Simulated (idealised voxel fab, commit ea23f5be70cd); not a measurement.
process module | voxel local oxidation
cross-section cut | 215 nm wide | cells 5 nm
A cross-section is a grid of square cells, given in bands from the top down. A band is one or more rows of cells.
Each band's line starts with the height of the band's top and of its bottom, in nm. Then come its materials from left to right, each with its width in nm. One material with "throughout" fills the band from edge to edge. "air" is empty space.
Height 0 is the level under which the wafer as received is all one material. The lowest band goes on downwards, as in "0 down".
A width such as "30 to 40" changes by the same amount from each row of cells to the next, from the band's top row to its bottom row.
"no change" after a step means that no cell of the cross-section changed.
closed voids: empty space of 8 cells or more with no open way to the top, each as width x height at its distance from the left edge, in nm
after a step's settings: what the simulator itself notes on the step
overlay nm, on a step with a mask: how far to the right of its planned place the mask lay; to the left if negative
plan
1 op RECEIVE | material Si
2 op CONFORMAL_DEP | material SiO2 | thk nm 5
3 op CONFORMAL_DEP | material SiN | thk nm 10
4 op MASKED_ETCH | tone cover | mask id ACTIVE | width nm 90 | etch materials SiN | depth nm 10 | overlay nm -15
5 op SELECTIVE_ETCH | etch materials SiO2 | depth nm 5
6 op OXIDIZE | depth nm 10
7 op STRIP | etch materials SiN
varied across the wafers: overlay nm of step 4. The plan shows the first wafer's value. All wafers start alike
first wafer as received, after step 1
  0 down: Si throughout
  closed voids: none
first wafer at the end, after step 7
  5 to 0: air 50 | SiO2 80 | air 85
  0 to -10: SiO2 60 | Si 60 | SiO2 95
  -10 down: Si throughout
  closed voids: none
last wafer at the end
  5 to 0: air 80 | SiO2 80 | air 55
  0 to -10: SiO2 90 | Si 60 | SiO2 65
  -10 down: Si throughout
  closed voids: none
each wafer at the end: cells of each material gained (+) or lost (-) since it was received, then its closed voids
overlay nm -15 | -62 Si | +78 SiO2 | closed voids: none
overlay nm -10 | -62 Si | +78 SiO2 | closed voids: none
overlay nm -5 | -62 Si | +78 SiO2 | closed voids: none
overlay nm 0 | -62 Si | +78 SiO2 | closed voids: none
overlay nm 5 | -62 Si | +78 SiO2 | closed voids: none
overlay nm 10 | -62 Si | +78 SiO2 | closed voids: none
overlay nm 15 | -62 Si | +78 SiO2 | closed voids: none
